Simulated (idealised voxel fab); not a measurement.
Process module, titled voxel trench capacitor
cross-section cut | 240 nm wide | cells 5 nm
Cross-section layout: square cells on a grid; listed as bands, top to bottom; a band spans one or more cell rows.
Band: top and bottom heights (nm) first, top before bottom; then materials from left to right, widths in nm. "throughout" marks a sole material filling the band edge to edge. "empty" denotes empty space.
Basically, 0 is our baseline, since under it the wafer straight out of the box is all one material. The bottom band has no lower end and keeps on going down, so it looks like "top 0, no bottom".
Note: "30->40" means the width goes from the first number (top row of the band) to the second number (bottom row) in equal steps per row of cells.
When a step is marked "no modifications", none of the cells in the cross-section changed during that step.
Any empty space of 8 cells or more lacking an open way to the top shows up in "Enclosed cavities" as width x height at distance, distance from the left edge, in nm.
Post-settings text on a step line: simulator's own remark regarding the step.
"overlay nm" answers the question of how far to the right of plan the mask lay on a step that has a mask, and when it is negative the answer is to the left.
-- List of planned process steps
1) RECEIVE | material Si
2) CONFORMAL_DEP | material SiN | thk nm 10
3) PATTERN | tone open | mask id TRENCH | material resist | width nm 25 | pitch nm 50 | thk nm 15 | overlay nm 0
4) DIRECTIONAL_ETCH | etch materials SiN | depth nm 10
5) DIRECTIONAL_ETCH | etch materials Si | depth nm 40
6) STRIP | etch materials resist
7) CONFORMAL_DEP | material HfO2 | thk nm 5
8) CONFORMAL_DEP | material TiN | thk nm 5
9) FILL_DEP | material W | thk nm 5
10) CMP | height nm 10
-- Cross-section of the wafer upon arrival, representing the state reached after step 1
* top 0, no bottom = Si throughout
* Enclosed cavities: none
-- Final wafer profile in cross-section after the module, from the same start and plan as above, with one mistake made during processing
* top 10, bottom 0 = SiN (55); HfO2 (5); TiN (5); W (5); TiN (5); HfO2 (5); SiN (25); HfO2 (5); TiN (5); W (5); TiN (5); HfO2 (5); SiN (25); HfO2 (5); TiN (5); W (5); TiN (5); HfO2 (5); SiN (60)
* top 0, bottom -40 = Si (55); HfO2 (5); TiN (5); W (5); TiN (5); HfO2 (5); Si (25); HfO2 (5); TiN (5); W (5); TiN (5); HfO2 (5); Si (25); HfO2 (5); TiN (5); W (5); TiN (5); HfO2 (5); Si (60)
* top -40, bottom -45 = Si (55); HfO2 (5); TiN (15); HfO2 (5); Si (25); HfO2 (5); TiN (15); HfO2 (5); Si (25); HfO2 (5); TiN (15); HfO2 (5); Si (60)
* top -45, bottom -50 = Si (55); HfO2 (25); Si (25); HfO2 (25); Si (25); HfO2 (25); Si (60)
* top -50, no bottom = Si throughout
* Enclosed cavities: none
Misprocessing identified: step 5 ran with different settings than intended, the actual operation and settings being DIRECTIONAL_ETCH | etch materials Si | depth nm 50
